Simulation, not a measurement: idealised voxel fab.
Documented hereafter: the process module known as voxel self aligned contacts.
Pictured: cross-section cut, 275 nm wide, on a grid of 5 nm square cells.
Just so we're on the same page, the cross-sections are grids of square cells, and they're listed out in bands top to bottom, each band one or more rows deep.
The entry gives the band's vertical extent as a top height and a bottom height in nm, then its horizontal make-up as materials from left to right, each with a width in nm. "empty" stands for empty space; a single material marked "full width" fills the band edge to edge.
Measure heights from 0. That's the level where, below it, the as-received wafer is all one material. The lowest band is bottomless and extends downward; write it as in "0 -> down".
A width given as "30..40" starts at the first number in the band's top row and ends at the second number in its bottom row, shifting by an equal amount at every step from row to row.
Where a step carries "all unchanged", the cross-section came out of it unchanged, cell for cell.
What "Closed void listing" gives you is every empty space of 8 cells or more that is cut off from the top. Each appears as width x height at distance, with the distance taken from the left edge and width, height and distance all in nm.
Read whatever lies past the settings on a step's line as the simulator's own remark about the step.
overlay nm: where the mask lay relative to plan, measured to the right, on steps with a mask; negatives go left.

[The process steps that were planned are listed below]
1,op RECEIVE | material Si
2,op OXIDIZE | depth nm 5
3,op DIRECTIONAL_DEP | material polySi | thk nm 25
4,op DIRECTIONAL_DEP | material SiN | thk nm 15
5,op DIRECTIONAL_DEP | material aC | thk nm 10
6,op PATTERN | tone cover | mask id GATE | material resist | width nm 35 | pitch nm 65 | thk nm 25 | overlay nm 0
7,op DIRECTIONAL_ETCH | etch materials aC | depth nm 10
8,op STRIP | etch materials resist
9,op DIRECTIONAL_ETCH | etch materials SiN | depth nm 15
10,op DIRECTIONAL_ETCH | etch materials polySi | depth nm 25
11,op STRIP | etch materials aC
12,op CONFORMAL_DEP | material SiN | thk nm 5
13,op DIRECTIONAL_ETCH | etch materials SiN | depth nm 5
14,op FILL_DEP | material SiO2 | thk nm 20
15,op CMP | height nm 50
16,op DIRECTIONAL_DEP | material aC | thk nm 15
17,op PATTERN | tone open | mask id CONTACT | material resist | width nm 50 | thk nm 35 | overlay nm 0
18,op DIRECTIONAL_ETCH | etch materials aC | depth nm 15
19,op STRIP | etch materials resist
20,op DIRECTIONAL_ETCH | etch materials SiO2 | depth nm 55
21,op STRIP | etch materials aC
22,op CONFORMAL_DEP | material TiN | thk nm 5
23,op FILL_DEP | material Ru | thk nm 5
24,op CMP | height nm 50
25,op CONFORMAL_DEP | material SiN | thk nm 5

[Delivered wafer in cross-section: state after step 1]
    0 -> down = Si full width
    Closed void listing: none

[Cross-section, first of two wafers, end of module, run as planned]
    55 -> 50 = SiN full width
    50 -> 40 = 110 nm SiO2, 5..20 nm TiN, 40..10 nm Ru, 5..20 nm TiN, 115 nm SiO2
    40 -> 25 = 80 nm SiO2, 45 nm SiN, 5 nm TiN, 10 nm Ru, 5 nm TiN, 45 nm SiN, 85 nm SiO2
    25 -> 0 = 80 nm SiO2, 5 nm SiN, 35 nm polySi, 5 nm SiN, 5 nm TiN, 10 nm Ru, 5 nm TiN, 5 nm SiN, 35 nm polySi, 5 nm SiN, 85 nm SiO2
    0 -> -5 = 125 nm SiO2, 20 nm TiN, 130 nm SiO2
    -5 -> down = Si full width
    Closed void listing: none

[The second wafer, shown in cross-section after the module: started the same way as the first and given the same plan, yet one mistake crept into how it was run]
    55 -> 50 = SiN full width
    50 -> 40 = 115 nm SiO2, 5..15 nm TiN, 35..10 nm Ru, 5..20 nm TiN, 115 nm SiO2
    40 -> 25 = 80 nm SiO2, 45 nm SiN, 5 nm TiN, 10 nm Ru, 5 nm TiN, 45 nm SiN, 85 nm SiO2
    25 -> 0 = 80 nm SiO2, 5 nm SiN, 35 nm polySi, 5 nm SiN, 5 nm TiN, 10 nm Ru, 5 nm TiN, 5 nm SiN, 35 nm polySi, 5 nm SiN, 85 nm SiO2
    0 -> -5 = 125 nm SiO2, 20 nm TiN, 130 nm SiO2
    -5 -> down = Si full width
    Closed void listing: none
The mistake made against the process plan was this: step 17 deviated from plan and actually ran as op PATTERN | tone open | mask id CONTACT | material resist | width nm 45 | thk nm 35 | overlay nm 0
at the end the second wafer has, in cells: Ru -1 | SiO2 +2 | TiN -1
